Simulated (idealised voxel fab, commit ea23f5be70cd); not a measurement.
The following is a process module called voxel tone inversion.
The cross-section shown here is cut; it is 240 nm wide and divided into square cells measuring 5 nm on a side.
Cross-section, as written here: a square-cell grid given band by band from the top down, where a band holds one or more rows of cells. Look at the band entry: it leads with the top's height and the bottom's height in nm. Then it lists the materials left to right, with a width in nm for each. The word "all across" on a single material says that material fills the band edge to edge. The word "air" is empty space. Convention: height 0 is the level below which the wafer, as received, is all one material. The lowest band does not terminate at the bottom but continues downward, represented as "0 and below". Read "30..40" as a graded width: first number on top, second number at the bottom, same change between each pair of neighbouring rows. For the purposes of this document, the phrase "nothing got changed" attached to a step denotes that no cell within the cross-section was modified by that step. Closed-off voids of 8+ cells (no open route to the top) go in "Enclosed cavity list", written width x height at distance from the left edge, in nm. On each step's line, the part that comes after the settings is the simulator's own comment on the step. overlay nm, on a step with a mask: how far to the right of its planned place the mask lay; to the left if negative.
### List of planned process steps
1 RECEIVE,material Si
2 CONFORMAL_DEP,material SiN,thk nm 5
3 DIRECTIONAL_DEP,material aC,thk nm 20
4 PATTERN,tone cover,mask id POSTS,material resist,width nm 15,pitch nm 45,thk nm 30,overlay nm 0
5 DIRECTIONAL_ETCH,etch materials aC,depth nm 20
6 STRIP,etch materials resist
7 FILL_DEP,material SiO2,thk nm 5
8 CMP,height nm 25
9 STRIP,etch materials aC
10 CONFORMAL_DEP,material TiN,thk nm 5
11 FILL_DEP,material Ru,thk nm 5
12 CMP,height nm 25
13 CONFORMAL_DEP,material SiN,thk nm 5
### Shown in cross-section is the wafer as received, that is, as it stands after step 1
> 0 and below  Si all across
> Enclosed cavity list: none
### Cross-sectional image of the first of two wafers at the end of the module, the run having proceeded as planned
> 30 down to 25  SiN all across
> 25 down to 10  SiO2 45 nm  TiN 5 nm  Ru 5 nm  TiN 5 nm  SiO2 30 nm  TiN 5 nm  Ru 5 nm  TiN 5 nm  SiO2 30 nm  TiN 5 nm  Ru 5 nm  TiN 5 nm  SiO2 30 nm  TiN 5 nm  Ru 5 nm  TiN 5 nm  SiO2 45 nm
> 10 down to 5  SiO2 45 nm  TiN 15 nm  SiO2 30 nm  TiN 15 nm  SiO2 30 nm  TiN 15 nm  SiO2 30 nm  TiN 15 nm  SiO2 45 nm
> 5 down to 0  SiN all across
> 0 and below  Si all across
> Enclosed cavity list: none
### Wafer two (of two), end-of-module cross-section: start = wafer one, plan = wafer one, one run mistake
> 30 down to 25  SiN all across
> 25 down to 10  SiO2 55 nm  TiN 5 nm  Ru 5 nm  TiN 5 nm  SiO2 30 nm  TiN 5 nm  Ru 5 nm  TiN 5 nm  SiO2 30 nm  TiN 5 nm  Ru 5 nm  TiN 5 nm  SiO2 30 nm  TiN 5 nm  Ru 5 nm  TiN 5 nm  SiO2 35 nm
> 10 down to 5  SiO2 55 nm  TiN 15 nm  SiO2 30 nm  TiN 15 nm  SiO2 30 nm  TiN 15 nm  SiO2 30 nm  TiN 15 nm  SiO2 35 nm
> 5 down to 0  SiN all across
> 0 and below  Si all across
> Enclosed cavity list: none
The mistake made against the process plan was this: in deviation from the planned setting, step 4 was conducted as PATTERN,tone cover,mask id POSTS,material resist,width nm 15,pitch nm 45,thk nm 30,overlay nm 10
Both wafers, final: cells per material equal; arrangement not.
